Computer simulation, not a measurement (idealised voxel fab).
Herein follows the process module entitled voxel ribs on slabs.
Cross-section cut: width 265 nm, square cells of 5 nm.
The cross-sections in this document take the form of a grid made of square cells. They are written out as bands, in order from top to bottom. Each band consists of one or more rows of cells.
The band entry comprises the height of the band's top followed by the height of its bottom, expressed in nm, and subsequently the band's materials from left to right, each stated together with its width in nm. Where a single material is marked with the word "everywhere", that material fills the band from edge to edge. The word "blank" represents empty space.
Note: height 0 marks the level under which the wafer is uniformly one material as received. Lowest band unbounded below, written "z 0 and below".
Width "30..40": first value at the band's top row of cells, second value at its bottom row, equal change from row to row.
The cross-section has no changed cell in any step marked "nothing got changed".
Heads up: "Fully closed voids" only lists the empty pockets with no open path to the top that are 8 cells or more, and it writes them as width x height at distance, distance from the left edge, in nm.
Whatever follows a step's settings on its line is a remark the simulator itself makes about that step.
Each step line may optionally specify "overlay nm", which for a step with a mask gives the rightward distance between the mask's planned place and where it lay, a negative value indicating the leftward direction.

plan:
1 RECEIVE, material Si
2 DIRECTIONAL_DEP, material SiO2, thk nm 20
3 DIRECTIONAL_DEP, material polySi, thk nm 20
4 PATTERN, tone cover, mask id RIB, material resist, width nm 30, thk nm 15, overlay nm 0
5 DIRECTIONAL_ETCH, etch materials polySi, depth nm 5
6 STRIP, etch materials resist
7 PATTERN, tone cover, mask id SLAB, material resist, width nm 90, thk nm 20, overlay nm 0
8 DIRECTIONAL_ETCH, etch materials polySi, depth nm 15
9 STRIP, etch materials resist
10 FILL_DEP, material SiO2, thk nm 30
11 CMP, height nm 60
12 DIRECTIONAL_DEP, material TiN, thk nm 10
13 PATTERN, tone cover, mask id HEATER, material resist, width nm 30, thk nm 15, overlay nm 0
14 DIRECTIONAL_ETCH, etch materials TiN, depth nm 10
15 STRIP, etch materials resist
16 CONFORMAL_DEP, material SiN, thk nm 5
Where the wafers of this document differ is in the width nm of step 13; they start out the same, and the plan states the value that applied to the first wafer.

Cross-section of the first incoming wafer of several, state after step 1:
  z 0 and below = Si everywhere
  Fully closed voids: none

Once step 16, the last step, is complete, the module is at its end; this is the cross-section of the first of several wafers:
  z 75 to 70 = blank: 110  SiN: 40  blank: 115
  z 70 to 65 = blank: 110  SiN: 5  TiN: 30  SiN: 5  blank: 115
  z 65 to 60 = SiN: 115  TiN: 30  SiN: 120
  z 60 to 40 = SiO2 everywhere
  z 40 to 35 = SiO2: 115  polySi: 30  SiO2: 120
  z 35 to 20 = SiO2: 85  polySi: 90  SiO2: 90
  z 20 to 0 = SiO2 everywhere
  z 0 and below = Si everywhere
  Fully closed voids: none

Showing the last wafer in cross-section at the end of the module:
  z 75 to 70 = blank: 100  SiN: 65  blank: 100
  z 70 to 65 = blank: 100  SiN: 5  TiN: 55  SiN: 5  blank: 100
  z 65 to 60 = SiN: 105  TiN: 55  SiN: 105
  z 60 to 40 = SiO2 everywhere
  z 40 to 35 = SiO2: 115  polySi: 30  SiO2: 120
  z 35 to 20 = SiO2: 85  polySi: 90  SiO2: 90
  z 20 to 0 = SiO2 everywhere
  z 0 and below = Si everywhere
  Fully closed voids: none

Every row in this table is a wafer at the end of the module, and it gives, for each of the materials, the cells that wafer has gained (+) or lost (-) since it was received, then its closed voids:
width nm 30, +57 SiN, +576 SiO2, +12 TiN, +60 polySi, Fully closed voids: none
width nm 35, +57 SiN, +576 SiO2, +14 TiN, +60 polySi, Fully closed voids: none
width nm 40, +57 SiN, +576 SiO2, +16 TiN, +60 polySi, Fully closed voids: none
width nm 45, +57 SiN, +576 SiO2, +18 TiN, +60 polySi, Fully closed voids: none
width nm 50, +57 SiN, +576 SiO2, +20 TiN, +60 polySi, Fully closed voids: none
width nm 55, +57 SiN, +576 SiO2, +22 TiN, +60 polySi, Fully closed voids: none
